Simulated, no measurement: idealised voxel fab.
Documented hereafter: the process module known as voxel tone inversion.
It is cross-section cut that appears here, measuring 240 nm in width, its square cells being 5 nm in size.
Cross-section layout: square cells on a grid; listed as bands, top to bottom; a band spans one or more cell rows. Each band's line starts with the height of the band's top and of its bottom, in nm. Then come its materials from left to right, each with its width in nm. One material with "edge to edge" fills the band from edge to edge. "air" is empty space. For the purposes of this specification, 0 denotes the height below which the wafer in its as-received condition is composed wholly of one material, and the lowermost band, lacking a lower limit, extends downward without end, as expressed in "0..down". The two numbers in a width such as "30->40" mark its ends across the band: the first belongs to the top row of cells, the second to the bottom row, and from each row to the next the width moves by the same amount. "nothing altered" after a step means that no cell of the cross-section changed. "Enclosed void entries": empty spaces of 8 cells or more with no open way to the top, each given as width x height at distance, distance from the left edge, all in nm. What comes after the settings on a step's line is commentary from the simulator itself on that step. You can add "overlay nm" to a step's line. For a step with a mask, it describes how far the mask lay to the right of its planned position, and a negative number describes a lay to the left.
**Below is the list of planned process steps**
- 1: op RECEIVE | material Si
- 2: op CONFORMAL_DEP | material SiCN | thk nm 5
- 3: op DIRECTIONAL_DEP | material polySi | thk nm 20
- 4: op PATTERN | tone cover | mask id POSTS | material resist | width nm 25 | pitch nm 55 | thk nm 30 | overlay nm 0
- 5: op DIRECTIONAL_ETCH | etch materials polySi | depth nm 20
- 6: op STRIP | etch materials resist
- 7: op FILL_DEP | material lowk | thk nm 10
- 8: op CMP | height nm 25
- 9: op STRIP | etch materials polySi
**Cross-section of the wafer upon arrival, representing the state reached after step 1**
	0..down: Si edge to edge
	Enclosed void entries: none
**One mistake in running the module, otherwise start and plan as above: cross-section at the end**
	15..5: 50 nm lowk / 25 nm air / 30 nm lowk / 25 nm air / 30 nm lowk / 25 nm air / 55 nm lowk
	5..0: SiCN edge to edge
	0..down: Si edge to edge
	Enclosed void entries: none
Where did the run depart from the plan? for step 8, the planned setting was not used; the step was instead run as op CMP | height nm 15
